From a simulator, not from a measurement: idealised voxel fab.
Documented hereafter: the process module known as voxel capacitor over wiring.
It is cross-section cut that appears here, measuring 225 nm in width, its square cells being 5 nm in size.
For the purposes of this document, a cross-section shall be understood as a grid of square cells, specified as bands listed in top-to-bottom order, each band consisting of one or more rows of cells.
For a band, the entry starts with two heights in nm, that of the top and then that of the bottom, and carries on with the band's materials in order from left to right, each alongside its width in nm; the word "throughout" beside a single material means it fills the band edge to edge, and "air" means empty space.
Heads up on the height convention: 0 is the point under which the incoming wafer is all one material, and the lowest band has no bottom, it just keeps going down, like "0..down".
With a width like "30..40", each row of cells in the band differs from the next by the same amount, the top row carrying the first number and the bottom row the second.
Given "same as before" for a step, no cell of the cross-section differs between before and after that step.
Listed in "Closed void roster": every empty space of 8 or more cells without an open way to the top. Form: width x height at distance, the distance being from the left edge, all in nm.
Note: text after step settings on the step line = simulator remark on that step.
When a step includes a mask, the "overlay nm" setting on its line states how far to the right of its planned place that mask lay, and negative values state how far to the left.
**Here's what the planned process steps look like**
1: RECEIVE,material Si
2: CONFORMAL_DEP,material SiO2,thk nm 10
3: CONFORMAL_DEP,material SiCN,thk nm 5
4: DIRECTIONAL_DEP,material SiO2,thk nm 20
5: PATTERN,tone open,mask id METAL_1,material resist,width nm 30,pitch nm 100,thk nm 20,overlay nm 0
6: DIRECTIONAL_ETCH,etch materials SiO2,depth nm 10
7: DIRECTIONAL_ETCH,etch materials SiCN,depth nm 5
8: STRIP,etch materials resist
9: CONFORMAL_DEP,material TiN,thk nm 5
10: FILL_DEP,material Cu,thk nm 10
11: CMP,height nm 35
12: EPI,material Ru,thk nm 5
13: FILL_DEP,material SiCN,thk nm 5
14: DIRECTIONAL_DEP,material lowk,thk nm 20
15: PATTERN,tone open,mask id PLUG_1,material resist,width nm 15,thk nm 20,overlay nm 0
16: DIRECTIONAL_ETCH,etch materials lowk,depth nm 20
17: DIRECTIONAL_ETCH,etch materials SiCN,depth nm 5
18: STRIP,etch materials resist
19: CONFORMAL_DEP,material TiN,thk nm 5
20: FILL_DEP,material W,thk nm 10
21: CMP,height nm 65
22: DIRECTIONAL_DEP,material TiN,thk nm 10
23: DIRECTIONAL_DEP,material Al2O3,thk nm 5
24: DIRECTIONAL_DEP,material TiN,thk nm 5
25: MASKED_ETCH,tone cover,mask id UPPER_PLATE,width nm 75,etch materials TiN,depth nm 5,overlay nm 0
26: MASKED_ETCH,tone cover,mask id UPPER_PLATE,width nm 75,etch materials Al2O3,depth nm 5,overlay nm 0
27: PATTERN,tone cover,mask id LOWER_PLATE,material resist,width nm 85,thk nm 15,overlay nm 0
28: DIRECTIONAL_ETCH,etch materials TiN,depth nm 10
29: STRIP,etch materials resist
30: FILL_DEP,material SiO2,thk nm 20
31: CMP,height nm 100
32: PATTERN,tone open,mask id PLUG_2,material resist,width nm 15,thk nm 15,overlay nm 0
33: DIRECTIONAL_ETCH,etch materials SiO2,depth nm 15
34: STRIP,etch materials resist
35: CONFORMAL_DEP,material TiN,thk nm 5
36: FILL_DEP,material W,thk nm 10
37: CMP,height nm 100
38: CONFORMAL_DEP,material SiN,thk nm 5
Where the wafers of this document differ is in the depth nm of step 6; they start out the same, and the plan states the value that applied to the first wafer.
**So this is the first of several wafers, cross-sectioned as it came to us, meaning it's at the end of step 1**
    0..down  Si throughout
    Closed void roster: none
**First of several wafers, sectioned at end of module (last step: step 38)**
    105..100  SiN throughout
    100..90  70 SiO2 | 5 TiN | 5 W | 5 TiN | 140 SiO2
    90..80  70..60 SiO2 | 15..75 TiN | 140..90 SiO2
    80..75  60 SiO2 | 75 Al2O3 | 90 SiO2
    75..65  55 SiO2 | 85 TiN | 85 SiO2
    65..45  60 lowk | 5 TiN | 5 W | 5 TiN | 150 lowk
    45..40  60 SiCN | 15 TiN | 150 SiCN
    40..35  40 SiCN | 40 Ru | 60 SiCN | 40 Ru | 45 SiCN
    35..30  45 SiO2 | 5 TiN | 20 Cu | 5 TiN | 70 SiO2 | 5 TiN | 20 Cu | 5 TiN | 50 SiO2
    30..25  45 SiO2 | 30 TiN | 70 SiO2 | 30 TiN | 50 SiO2
    25..15  SiO2 throughout
    15..10  SiCN throughout
    10..0  SiO2 throughout
    0..down  Si throughout
    Closed void roster: none
**Last-wafer cross-section at the end of the module**
    105..100  SiN throughout
    100..90  70 SiO2 | 5 TiN | 5 W | 5 TiN | 140 SiO2
    90..80  70..60 SiO2 | 15..75 TiN | 140..90 SiO2
    80..75  60 SiO2 | 75 Al2O3 | 90 SiO2
    75..65  55 SiO2 | 85 TiN | 85 SiO2
    65..45  60 lowk | 5 TiN | 5 W | 5 TiN | 150 lowk
    45..40  60 SiCN | 15 TiN | 150 SiCN
    40..35  40 SiCN | 40 Ru | 60 SiCN | 40 Ru | 45 SiCN
    35..15  45 SiO2 | 5 TiN | 20 Cu | 5 TiN | 70 SiO2 | 5 TiN | 20 Cu | 5 TiN | 50 SiO2
    15..10  45 SiCN | 30 TiN | 70 SiCN | 30 TiN | 50 SiCN
    10..0  SiO2 throughout
    0..down  Si throughout
    Closed void roster: none
**For your reference, the table is organized with a row per wafer; each row reflects the wafer at the end of the module, indicating for each material the cells gained (+) or lost (-) since receipt, and thereafter its closed voids**
depth nm 10, +15 Al2O3, +8 Cu, +16 Ru, +116 SiCN, +45 SiN, +488 SiO2, +83 TiN, +6 W, +168 lowk, Closed void roster: none
depth nm 15, +15 Al2O3, +16 Cu, +16 Ru, +116 SiCN, +45 SiN, +476 SiO2, +87 TiN, +6 W, +168 lowk, Closed void roster: none
depth nm 20, +15 Al2O3, +32 Cu, +16 Ru, +104 SiCN, +45 SiN, +464 SiO2, +95 TiN, +6 W, +168 lowk, Closed void roster: none
depth nm 25, +15 Al2O3, +32 Cu, +16 Ru, +104 SiCN, +45 SiN, +464 SiO2, +95 TiN, +6 W, +168 lowk, Closed void roster: none
depth nm 30, +15 Al2O3, +32 Cu, +16 Ru, +104 SiCN, +45 SiN, +464 SiO2, +95 TiN, +6 W, +168 lowk, Closed void roster: none
depth nm 35, +15 Al2O3, +32 Cu, +16 Ru, +104 SiCN, +45 SiN, +464 SiO2, +95 TiN, +6 W, +168 lowk, Closed void roster: none
